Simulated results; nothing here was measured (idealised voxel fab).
The name of this process module is voxel wiring stack.
This is section cut - it's 250 nm across, gridded in 5 nm square cells.
Cross-section layout: square cells on a grid; listed as bands, top to bottom; a band spans one or more cell rows. Band: top height; bottom height; in nm. Then, left to right: material with width in nm, for each material. "throughout": a single material spanning edge to edge. "air": empty space. Heights are reckoned from 0. Under this level, the received wafer is all of one material. The bottommost band is open-ended downward, for example "0 nm and below". Top row gets the first number, bottom row gets the second, and each row in between changes by the same step: that is how a band width like "30..40" works. Reading "nothing got changed" for a step: not a cell of the cross-section changed in it. Heads up: "Sealed void list" only lists the empty pockets with no open path to the top that are 8 cells or more, and it writes them as width x height at distance, distance from the left edge, in nm. Whatever follows a step's settings on its line is a remark the simulator itself makes about that step. Among the settings permitted on a step's line is "overlay nm"; applied to a step with a mask, it specifies the extent to which the mask lay to the right of its planned position, whereas a negative figure signifies a position to the left.

**Process steps foreseen in the plan**
1. RECEIVE: material Si
2. CONFORMAL_DEP: material SiO2, thk nm 10
3. DIRECTIONAL_DEP: material TiN, thk nm 5
4. DIRECTIONAL_DEP: material Ru, thk nm 20
5. DIRECTIONAL_DEP: material aC, thk nm 15
6. PATTERN: tone cover, mask id METAL_1, material resist, width nm 30, pitch nm 55, thk nm 30, overlay nm 0
7. DIRECTIONAL_ETCH: etch materials aC, depth nm 15
8. STRIP: etch materials resist
9. DIRECTIONAL_ETCH: etch materials Ru, depth nm 20
10. DIRECTIONAL_ETCH: etch materials TiN, depth nm 5
11. STRIP: etch materials aC
12. FILL_DEP: material SiO2, thk nm 5
13. CMP: height nm 35
14. CONFORMAL_DEP: material SiCN, thk nm 5
15. DIRECTIONAL_DEP: material SiO2, thk nm 10
16. PATTERN: tone open, mask id PLUG_1, material resist, width nm 15, pitch nm 55, thk nm 15, overlay nm 0
17. DIRECTIONAL_ETCH: etch materials SiO2, depth nm 10
18. DIRECTIONAL_ETCH: etch materials SiCN, depth nm 5
19. STRIP: etch materials resist
20. CONFORMAL_DEP: material TiN, thk nm 5
21. FILL_DEP: material W, thk nm 10
22. CMP: height nm 50
23. DIRECTIONAL_DEP: material TiN, thk nm 5
24. DIRECTIONAL_DEP: material W, thk nm 20
25. PATTERN: tone cover, mask id METAL_2, material resist, width nm 30, pitch nm 55, thk nm 15, overlay nm 0
26. DIRECTIONAL_ETCH: etch materials W, depth nm 20
27. DIRECTIONAL_ETCH: etch materials TiN, depth nm 5
28. STRIP: etch materials resist
29. CONFORMAL_DEP: material SiCN, thk nm 5
30. FILL_DEP: material SiO2, thk nm 10
31. CMP: height nm 75
32. CONFORMAL_DEP: material SiCN, thk nm 5
33. DIRECTIONAL_DEP: material SiO2, thk nm 30
34. DIRECTIONAL_DEP: material aC, thk nm 10
35. PATTERN: tone open, mask id METAL_3, material resist, width nm 30, pitch nm 55, thk nm 25, overlay nm 0
36. DIRECTIONAL_ETCH: etch materials aC, depth nm 10
37. STRIP: etch materials resist
38. DIRECTIONAL_ETCH: etch materials SiO2, depth nm 15
39. STRIP: etch materials aC
40. PATTERN: tone open, mask id METAL_3_HOLES, material resist, width nm 15, pitch nm 55, thk nm 15, overlay nm 0
41. DIRECTIONAL_ETCH: etch materials SiO2, depth nm 15
42. DIRECTIONAL_ETCH: etch materials SiCN, depth nm 5
43. STRIP: etch materials resist
44. CONFORMAL_DEP: material TiN, thk nm 5
45. FILL_DEP: material Cu, thk nm 10
46. CMP: height nm 110
47. CONFORMAL_DEP: material SiCN, thk nm 5

**Of two wafers, the first: run according to plan**

**As-received state of the wafer in cross-section, equivalent to post-step 1**
* 0 nm and below: Si throughout
* Sealed void list: none

**The wafer in cross-section once step 2 is complete**
* 10 nm to 0 nm: SiO2 throughout
* No changes below 0.

**The wafer in cross-section once step 3 is complete**
* 15 nm to 10 nm: TiN throughout
* No changes below 10.

**The wafer in cross-section once step 4 is complete**
* 35 nm to 15 nm: Ru throughout
* No changes below 15.

**The wafer in cross-section once step 5 is complete**
* 50 nm to 35 nm: aC throughout
* No changes below 35.

**The wafer in cross-section once step 6 is complete**
* 80 nm to 50 nm: air 55 / resist 30 / air 25 / resist 30 / air 25 / resist 30 / air 55
* No changes below 50.

**The wafer in cross-section once step 7 is complete**
* 65 nm to 50 nm: air 55 / resist 30 / air 25 / resist 30 / air 25 / resist 30 / air 55
* 50 nm to 35 nm: air 55 / aC 30 / air 25 / aC 30 / air 25 / aC 30 / air 55
* No changes below 35.

**The wafer in cross-section once step 8 is complete**
* 50 nm to 35 nm: air 55 / aC 30 / air 25 / aC 30 / air 25 / aC 30 / air 55
* No changes below 35.

**The wafer in cross-section once step 9 is complete**
* 50 nm to 35 nm: air 55 / aC 30 / air 25 / aC 30 / air 25 / aC 30 / air 55
* 35 nm to 15 nm: air 55 / Ru 30 / air 25 / Ru 30 / air 25 / Ru 30 / air 55
* No changes below 15.

**The wafer in cross-section once step 10 is complete**
* 50 nm to 35 nm: air 55 / aC 30 / air 25 / aC 30 / air 25 / aC 30 / air 55
* 35 nm to 15 nm: air 55 / Ru 30 / air 25 / Ru 30 / air 25 / Ru 30 / air 55
* 15 nm to 10 nm: air 55 / TiN 30 / air 25 / TiN 30 / air 25 / TiN 30 / air 55
* No changes below 10.

**The wafer in cross-section once step 11 is complete**
* 35 nm to 15 nm: air 55 / Ru 30 / air 25 / Ru 30 / air 25 / Ru 30 / air 55
* No changes below 15.

**The wafer in cross-section once step 12 is complete**
* 40 nm to 35 nm: SiO2 throughout
* 35 nm to 15 nm: SiO2 55 / Ru 30 / SiO2 25 / Ru 30 / SiO2 25 / Ru 30 / SiO2 55
* 15 nm to 10 nm: SiO2 55 / TiN 30 / SiO2 25 / TiN 30 / SiO2 25 / TiN 30 / SiO2 55
* No changes below 10.

**The wafer in cross-section once step 13 is complete**
* 35 nm to 15 nm: SiO2 55 / Ru 30 / SiO2 25 / Ru 30 / SiO2 25 / Ru 30 / SiO2 55
* No changes below 15.

**The wafer in cross-section once step 14 is complete**
* 40 nm to 35 nm: SiCN throughout
* No changes below 35.

**The wafer in cross-section once step 15 is complete**
* 50 nm to 40 nm: SiO2 throughout
* No changes below 40.

**The wafer in cross-section once step 16 is complete**
* 65 nm to 50 nm: resist 55 / air 15 / resist 40 / air 15 / resist 40 / air 15 / resist 70
* No changes below 50.

**The wafer in cross-section once step 17 is complete**
* 65 nm to 50 nm: resist 55 / air 15 / resist 40 / air 15 / resist 40 / air 15 / resist 70
* 50 nm to 40 nm: SiO2 55 / air 15 / SiO2 40 / air 15 / SiO2 40 / air 15 / SiO2 70
* No changes below 40.

**The wafer in cross-section once step 18 is complete**
* 65 nm to 50 nm: resist 55 / air 15 / resist 40 / air 15 / resist 40 / air 15 / resist 70
* 50 nm to 40 nm: SiO2 55 / air 15 / SiO2 40 / air 15 / SiO2 40 / air 15 / SiO2 70
* 40 nm to 35 nm: SiCN 55 / air 15 / SiCN 40 / air 15 / SiCN 40 / air 15 / SiCN 70
* No changes below 35.

**The wafer in cross-section once step 19 is complete**
* 50 nm to 40 nm: SiO2 55 / air 15 / SiO2 40 / air 15 / SiO2 40 / air 15 / SiO2 70
* No changes below 40.

**The wafer in cross-section once step 20 is complete**
* 55 nm to 50 nm: TiN 60 / air 5 / TiN 50 / air 5 / TiN 50 / air 5 / TiN 75
* 50 nm to 40 nm: SiO2 55 / TiN 5 / air 5 / TiN 5 / SiO2 40 / TiN 5 / air 5 / TiN 5 / SiO2 40 / TiN 5 / air 5 / TiN 5 / SiO2 70
* 40 nm to 35 nm: SiCN 55 / TiN 15 / SiCN 40 / TiN 15 / SiCN 40 / TiN 15 / SiCN 70
* No changes below 35.

**The wafer in cross-section once step 21 is complete**
* 65 nm to 55 nm: W throughout
* 55 nm to 50 nm: TiN 60 / W 5 / TiN 50 / W 5 / TiN 50 / W 5 / TiN 75
* 50 nm to 40 nm: SiO2 55 / TiN 5 / W 5 / TiN 5 / SiO2 40 / TiN 5 / W 5 / TiN 5 / SiO2 40 / TiN 5 / W 5 / TiN 5 / SiO2 70
* No changes below 40.

**The wafer in cross-section once step 22 is complete**
* 50 nm to 40 nm: SiO2 55 / TiN 5 / W 5 / TiN 5 / SiO2 40 / TiN 5 / W 5 / TiN 5 / SiO2 40 / TiN 5 / W 5 / TiN 5 / SiO2 70
* No changes below 40.

**The wafer in cross-section once step 23 is complete**
* 55 nm to 50 nm: TiN throughout
* No changes below 50.

**The wafer in cross-section once step 24 is complete**
* 75 nm to 55 nm: W throughout
* No changes below 55.

**The wafer in cross-section once step 25 is complete**
* 90 nm to 75 nm: air 55 / resist 30 / air 25 / resist 30 / air 25 / resist 30 / air 55
* No changes below 75.

**The wafer in cross-section once step 26 is complete**
* 90 nm to 75 nm: air 55 / resist 30 / air 25 / resist 30 / air 25 / resist 30 / air 55
* 75 nm to 55 nm: air 55 / W 30 / air 25 / W 30 / air 25 / W 30 / air 55
* No changes below 55.

**The wafer in cross-section once step 27 is complete**
* 90 nm to 75 nm: air 55 / resist 30 / air 25 / resist 30 / air 25 / resist 30 / air 55
* 75 nm to 55 nm: air 55 / W 30 / air 25 / W 30 / air 25 / W 30 / air 55
* 55 nm to 50 nm: air 55 / TiN 30 / air 25 / TiN 30 / air 25 / TiN 30 / air 55
* No changes below 50.

**The wafer in cross-section once step 28 is complete**
* 75 nm to 55 nm: air 55 / W 30 / air 25 / W 30 / air 25 / W 30 / air 55
* No changes below 55.

**The wafer in cross-section once step 29 is complete**
* 80 nm to 75 nm: air 50 / SiCN 40 / air 15 / SiCN 40 / air 15 / SiCN 40 / air 50
* 75 nm to 55 nm: air 50 / SiCN 5 / W 30 / SiCN 5 / air 15 / SiCN 5 / W 30 / SiCN 5 / air 15 / SiCN 5 / W 30 / SiCN 5 / air 50
* 55 nm to 50 nm: SiCN 55 / TiN 30 / SiCN 25 / TiN 30 / SiCN 25 / TiN 30 / SiCN 55
* No changes below 50.

**The wafer in cross-section once step 30 is complete**
* 90 nm to 80 nm: SiO2 throughout
* 80 nm to 75 nm: SiO2 50 / SiCN 40 / SiO2 15 / SiCN 40 / SiO2 15 / SiCN 40 / SiO2 50
* 75 nm to 55 nm: SiO2 50 / SiCN 5 / W 30 / SiCN 5 / SiO2 15 / SiCN 5 / W 30 / SiCN 5 / SiO2 15 / SiCN 5 / W 30 / SiCN 5 / SiO2 50
* No changes below 55.

**The wafer in cross-section once step 31 is complete**
* 75 nm to 55 nm: SiO2 50 / SiCN 5 / W 30 / SiCN 5 / SiO2 15 / SiCN 5 / W 30 / SiCN 5 / SiO2 15 / SiCN 5 / W 30 / SiCN 5 / SiO2 50
* No changes below 55.

**The wafer in cross-section once step 32 is complete**
* 80 nm to 75 nm: SiCN throughout
* No changes below 75.

**The wafer in cross-section once step 33 is complete**
* 110 nm to 80 nm: SiO2 throughout
* No changes below 80.

**The wafer in cross-section once step 34 is complete**
* 120 nm to 110 nm: aC throughout
* No changes below 110.

**The wafer in cross-section once step 35 is complete**
* 145 nm to 120 nm: resist 55 / air 30 / resist 25 / air 30 / resist 25 / air 30 / resist 55
* No changes below 120.

**The wafer in cross-section once step 36 is complete**
* 135 nm to 120 nm: resist 55 / air 30 / resist 25 / air 30 / resist 25 / air 30 / resist 55
* 120 nm to 110 nm: aC 55 / air 30 / aC 25 / air 30 / aC 25 / air 30 / aC 55
* No changes below 110.

**The wafer in cross-section once step 37 is complete**
* 120 nm to 110 nm: aC 55 / air 30 / aC 25 / air 30 / aC 25 / air 30 / aC 55
* No changes below 110.

**The wafer in cross-section once step 38 is complete**
* 120 nm to 110 nm: aC 55 / air 30 / aC 25 / air 30 / aC 25 / air 30 / aC 55
* 110 nm to 95 nm: SiO2 55 / air 30 / SiO2 25 / air 30 / SiO2 25 / air 30 / SiO2 55
* No changes below 95.

**The wafer in cross-section once step 39 is complete**
* 110 nm to 95 nm: SiO2 55 / air 30 / SiO2 25 / air 30 / SiO2 25 / air 30 / SiO2 55
* No changes below 95.

**The wafer in cross-section once step 40 is complete**
* 125 nm to 110 nm: resist 55 / air 15 / resist 40 / air 15 / resist 40 / air 15 / resist 70
* 110 nm to 95 nm: SiO2 55 / air 15 / resist 15 / SiO2 25 / air 15 / resist 15 / SiO2 25 / air 15 / resist 15 / SiO2 55
* No changes below 95.

**The wafer in cross-section once step 41 is complete**
* 125 nm to 110 nm: resist 55 / air 15 / resist 40 / air 15 / resist 40 / air 15 / resist 70
* 110 nm to 95 nm: SiO2 55 / air 15 / resist 15 / SiO2 25 / air 15 / resist 15 / SiO2 25 / air 15 / resist 15 / SiO2 55
* 95 nm to 80 nm: SiO2 55 / air 15 / SiO2 40 / air 15 / SiO2 40 / air 15 / SiO2 70
* No changes below 80.

**The wafer in cross-section once step 42 is complete**
* 125 nm to 110 nm: resist 55 / air 15 / resist 40 / air 15 / resist 40 / air 15 / resist 70
* 110 nm to 95 nm: SiO2 55 / air 15 / resist 15 / SiO2 25 / air 15 / resist 15 / SiO2 25 / air 15 / resist 15 / SiO2 55
* 95 nm to 80 nm: SiO2 55 / air 15 / SiO2 40 / air 15 / SiO2 40 / air 15 / SiO2 70
* 80 nm to 75 nm: SiCN 55 / air 15 / SiCN 40 / air 15 / SiCN 40 / air 15 / SiCN 70
* No changes below 75.

**The wafer in cross-section once step 43 is complete**
* 110 nm to 95 nm: SiO2 55 / air 30 / SiO2 25 / air 30 / SiO2 25 / air 30 / SiO2 55
* No changes below 95.

**The wafer in cross-section once step 44 is complete**
* 115 nm to 110 nm: TiN 60 / air 20 / TiN 35 / air 20 / TiN 35 / air 20 / TiN 60
* 110 nm to 100 nm: SiO2 55 / TiN 5 / air 20 / TiN 5 / SiO2 25 / TiN 5 / air 20 / TiN 5 / SiO2 25 / TiN 5 / air 20 / TiN 5 / SiO2 55
* 100 nm to 95 nm: SiO2 55 / TiN 5 / air 5 / TiN 20 / SiO2 25 / TiN 5 / air 5 / TiN 20 / SiO2 25 / TiN 5 / air 5 / TiN 20 / SiO2 55
* 95 nm to 80 nm: SiO2 55 / TiN 5 / air 5 / TiN 5 / SiO2 40 / TiN 5 / air 5 / TiN 5 / SiO2 40 / TiN 5 / air 5 / TiN 5 / SiO2 70
* 80 nm to 75 nm: SiCN 55 / TiN 15 / SiCN 40 / TiN 15 / SiCN 40 / TiN 15 / SiCN 70
* No changes below 75.

**The wafer in cross-section once step 45 is complete**
* 125 nm to 115 nm: Cu throughout
* 115 nm to 110 nm: TiN 60 / Cu 20 / TiN 35 / Cu 20 / TiN 35 / Cu 20 / TiN 60
* 110 nm to 100 nm: SiO2 55 / TiN 5 / Cu 20 / TiN 5 / SiO2 25 / TiN 5 / Cu 20 / TiN 5 / SiO2 25 / TiN 5 / Cu 20 / TiN 5 / SiO2 55
* 100 nm to 95 nm: SiO2 55 / TiN 5 / Cu 5 / TiN 20 / SiO2 25 / TiN 5 / Cu 5 / TiN 20 / SiO2 25 / TiN 5 / Cu 5 / TiN 20 / SiO2 55
* 95 nm to 80 nm: SiO2 55 / TiN 5 / Cu 5 / TiN 5 / SiO2 40 / TiN 5 / Cu 5 / TiN 5 / SiO2 40 / TiN 5 / Cu 5 / TiN 5 / SiO2 70
* No changes below 80.

**The wafer in cross-section once step 46 is complete**
* 110 nm to 100 nm: SiO2 55 / TiN 5 / Cu 20 / TiN 5 / SiO2 25 / TiN 5 / Cu 20 / TiN 5 / SiO2 25 / TiN 5 / Cu 20 / TiN 5 / SiO2 55
* No changes below 100.

**The wafer in cross-section once step 47 is complete**
* 115 nm to 110 nm: SiCN throughout
* No changes below 110.

**Second Wafer (Identical Start and Plan, One Processing Error; Matches First Wafer Through Step 31)**

**The second wafer in cross-section, at the planned close of step 32**
* 80 nm to 75 nm: W throughout
* No changes below 75.

**The second wafer in cross-section, at the planned close of step 33**
* 110 nm to 80 nm: SiO2 throughout
* No changes below 80.

**The second wafer in cross-section, at the planned close of step 34**
* 120 nm to 110 nm: aC throughout
* No changes below 110.

**The second wafer in cross-section, at the planned close of step 35**
* 145 nm to 120 nm: resist 55 / air 30 / resist 25 / air 30 / resist 25 / air 30 / resist 55
* No changes below 120.

**The second wafer in cross-section, at the planned close of step 36**
* 135 nm to 120 nm: resist 55 / air 30 / resist 25 / air 30 / resist 25 / air 30 / resist 55
* 120 nm to 110 nm: aC 55 / air 30 / aC 25 / air 30 / aC 25 / air 30 / aC 55
* No changes below 110.

**The second wafer in cross-section, at the planned close of step 37**
* 120 nm to 110 nm: aC 55 / air 30 / aC 25 / air 30 / aC 25 / air 30 / aC 55
* No changes below 110.

**The second wafer in cross-section, at the planned close of step 38**
* 120 nm to 110 nm: aC 55 / air 30 / aC 25 / air 30 / aC 25 / air 30 / aC 55
* 110 nm to 95 nm: SiO2 55 / air 30 / SiO2 25 / air 30 / SiO2 25 / air 30 / SiO2 55
* No changes below 95.

**The second wafer in cross-section, at the planned close of step 39**
* 110 nm to 95 nm: SiO2 55 / air 30 / SiO2 25 / air 30 / SiO2 25 / air 30 / SiO2 55
* No changes below 95.

**The second wafer in cross-section, at the planned close of step 40**
* 125 nm to 110 nm: resist 55 / air 15 / resist 40 / air 15 / resist 40 / air 15 / resist 70
* 110 nm to 95 nm: SiO2 55 / air 15 / resist 15 / SiO2 25 / air 15 / resist 15 / SiO2 25 / air 15 / resist 15 / SiO2 55
* No changes below 95.

**The second wafer in cross-section, at the planned close of step 41**
* 125 nm to 110 nm: resist 55 / air 15 / resist 40 / air 15 / resist 40 / air 15 / resist 70
* 110 nm to 95 nm: SiO2 55 / air 15 / resist 15 / SiO2 25 / air 15 / resist 15 / SiO2 25 / air 15 / resist 15 / SiO2 55
* 95 nm to 80 nm: SiO2 55 / air 15 / SiO2 40 / air 15 / SiO2 40 / air 15 / SiO2 70
* No changes below 80.

The second wafer in cross-section, at the planned close of step 42: nothing got changed

**The second wafer in cross-section, at the planned close of step 43**
* 110 nm to 95 nm: SiO2 55 / air 30 / SiO2 25 / air 30 / SiO2 25 / air 30 / SiO2 55
* No changes below 95.

**The second wafer in cross-section, at the planned close of step 44**
* 115 nm to 110 nm: TiN 60 / air 20 / TiN 35 / air 20 / TiN 35 / air 20 / TiN 60
* 110 nm to 100 nm: SiO2 55 / TiN 5 / air 20 / TiN 5 / SiO2 25 / TiN 5 / air 20 / TiN 5 / SiO2 25 / TiN 5 / air 20 / TiN 5 / SiO2 55
* 100 nm to 95 nm: SiO2 55 / TiN 5 / air 5 / TiN 20 / SiO2 25 / TiN 5 / air 5 / TiN 20 / SiO2 25 / TiN 5 / air 5 / TiN 20 / SiO2 55
* 95 nm to 85 nm: SiO2 55 / TiN 5 / air 5 / TiN 5 / SiO2 40 / TiN 5 / air 5 / TiN 5 / SiO2 40 / TiN 5 / air 5 / TiN 5 / SiO2 70
* 85 nm to 80 nm: SiO2 55 / TiN 15 / SiO2 40 / TiN 15 / SiO2 40 / TiN 15 / SiO2 70
* No changes below 80.

**The second wafer in cross-section, at the planned close of step 45**
* 125 nm to 115 nm: Cu throughout
* 115 nm to 110 nm: TiN 60 / Cu 20 / TiN 35 / Cu 20 / TiN 35 / Cu 20 / TiN 60
* 110 nm to 100 nm: SiO2 55 / TiN 5 / Cu 20 / TiN 5 / SiO2 25 / TiN 5 / Cu 20 / TiN 5 / SiO2 25 / TiN 5 / Cu 20 / TiN 5 / SiO2 55
* 100 nm to 95 nm: SiO2 55 / TiN 5 / Cu 5 / TiN 20 / SiO2 25 / TiN 5 / Cu 5 / TiN 20 / SiO2 25 / TiN 5 / Cu 5 / TiN 20 / SiO2 55
* 95 nm to 85 nm: SiO2 55 / TiN 5 / Cu 5 / TiN 5 / SiO2 40 / TiN 5 / Cu 5 / TiN 5 / SiO2 40 / TiN 5 / Cu 5 / TiN 5 / SiO2 70
* No changes below 85.

**The second wafer in cross-section, at the planned close of step 46**
* 110 nm to 100 nm: SiO2 55 / TiN 5 / Cu 20 / TiN 5 / SiO2 25 / TiN 5 / Cu 20 / TiN 5 / SiO2 25 / TiN 5 / Cu 20 / TiN 5 / SiO2 55
* No changes below 100.

**The second wafer in cross-section, at the planned close of step 47**
* 115 nm to 110 nm: SiCN throughout
* No changes below 110.
Plan not followed: step 32 was not run as planned; what actually ran was CONFORMAL_DEP: material W, thk nm 5
Final comparison by cell count, materials where the second wafer has more or fewer than the first: Cu -3 | SiCN -41 | TiN -6 | W +50
